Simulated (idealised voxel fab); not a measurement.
process module | voxel ribs on slabs
cross-section cut | 285 nm wide | cells 5 nm
A cross-section is a grid of square cells, given in bands from the top down. A band is one or more rows of cells.
Each band's line starts with the height of the band's top and of its bottom, in nm. Then come its materials from left to right, each with its width in nm. One material with "throughout" fills the band from edge to edge. "air" is empty space.
Height 0 is the level under which the wafer as received is all one material. The lowest band goes on downwards, as in "0 down".
A width such as "30 to 40" changes by the same amount from each row of cells to the next, from the band's top row to its bottom row.
"no change" after a step means that no cell of the cross-section changed.
closed voids: empty space of 8 cells or more with no open way to the top, each as width x height at its distance from the left edge, in nm
after a step's settings: what the simulator itself notes on the step
overlay nm, on a step with a mask: how far to the right of its planned place the mask lay; to the left if negative
plan
1 op RECEIVE | material Si
2 op DIRECTIONAL_DEP | material SiO2 | thk nm 20
3 op DIRECTIONAL_DEP | material polySi | thk nm 15
4 op MASKED_ETCH | tone cover | mask id RIB | width nm 20 | etch materials polySi | depth nm 5 | overlay nm 0
5 op DIRECTIONAL_DEP | material aC | thk nm 10
6 op PATTERN | tone cover | mask id SLAB | material resist | width nm 50 | thk nm 25 | overlay nm 0
7 op DIRECTIONAL_ETCH | etch materials aC | depth nm 10
8 op STRIP | etch materials resist
9 op DIRECTIONAL_ETCH | etch materials polySi | depth nm 10
10 op STRIP | etch materials aC
11 op FILL_DEP | material SiO2 | thk nm 20
12 op CMP | height nm 45
13 op DIRECTIONAL_DEP | material TiN | thk nm 5
14 op PATTERN | tone cover | mask id HEATER | material resist | width nm 30 | thk nm 20 | overlay nm 0
15 op DIRECTIONAL_ETCH | etch materials TiN | depth nm 5
16 op STRIP | etch materials resist
17 op CONFORMAL_DEP | material SiO2 | thk nm 10
first wafer, as planned
as received, after step 1
  0 down: Si throughout
  closed voids: none
after step 2
  20 to 0: SiO2 throughout
  below 0: unchanged
after step 3
  35 to 20: polySi throughout
  below 20: unchanged
after step 4
  35 to 30: air 130 | polySi 20 | air 135
  below 30: unchanged
after step 5
  45 to 40: air 130 | aC 20 | air 135
  40 to 35: aC throughout
  35 to 30: aC 130 | polySi 20 | aC 135
  below 30: unchanged
after step 6
  70 to 45: air 115 | resist 50 | air 120
  45 to 40: air 115 | resist 15 | aC 20 | resist 15 | air 120
  below 40: unchanged
after step 7
  60 to 45: air 115 | resist 50 | air 120
  45 to 40: air 115 | resist 15 | aC 20 | resist 15 | air 120
  40 to 35: air 115 | aC 50 | air 120
  35 to 30: air 115 | aC 15 | polySi 20 | aC 15 | air 120
  below 30: unchanged
after step 8
  45 to 35: air 130 to 115 | aC 20 to 50 | air 135 to 120
  below 35: unchanged
after step 9
  45 to 35: air 130 to 115 | aC 20 to 50 | air 135 to 120
  35 to 30: air 115 | aC 15 | polySi 20 | aC 15 | air 120
  30 to 20: air 115 | polySi 50 | air 120
  below 20: unchanged
after step 10
  35 to 30: air 130 | polySi 20 | air 135
  below 30: unchanged
after step 11
  55 to 35: SiO2 throughout
  35 to 30: SiO2 130 | polySi 20 | SiO2 135
  30 to 20: SiO2 115 | polySi 50 | SiO2 120
  below 20: unchanged
after step 12
  45 to 35: SiO2 throughout
  below 35: unchanged
after step 13
  50 to 45: TiN throughout
  below 45: unchanged
after step 14
  70 to 50: air 125 | resist 30 | air 130
  below 50: unchanged
after step 15
  70 to 50: air 125 | resist 30 | air 130
  50 to 45: air 125 | TiN 30 | air 130
  below 45: unchanged
after step 16
  50 to 45: air 125 | TiN 30 | air 130
  below 45: unchanged
after step 17
  60 to 55: air 115 | SiO2 50 | air 120
  55 to 50: SiO2 throughout
  50 to 45: SiO2 125 | TiN 30 | SiO2 130
  below 45: unchanged
second wafer: like start, like plan, one mistake. Through step 16 it matches the first wafer
when step 17 should have ended
  65 to 60: air 110 | SiO2 60 | air 115
  60 to 50: SiO2 throughout
  50 to 45: SiO2 125 | TiN 30 | SiO2 130
  below 45: unchanged
what went wrong: step 17 ran as: op CONFORMAL_DEP | material SiO2 | thk nm 15
at the end the second wafer has, in cells: 59 more of SiO2
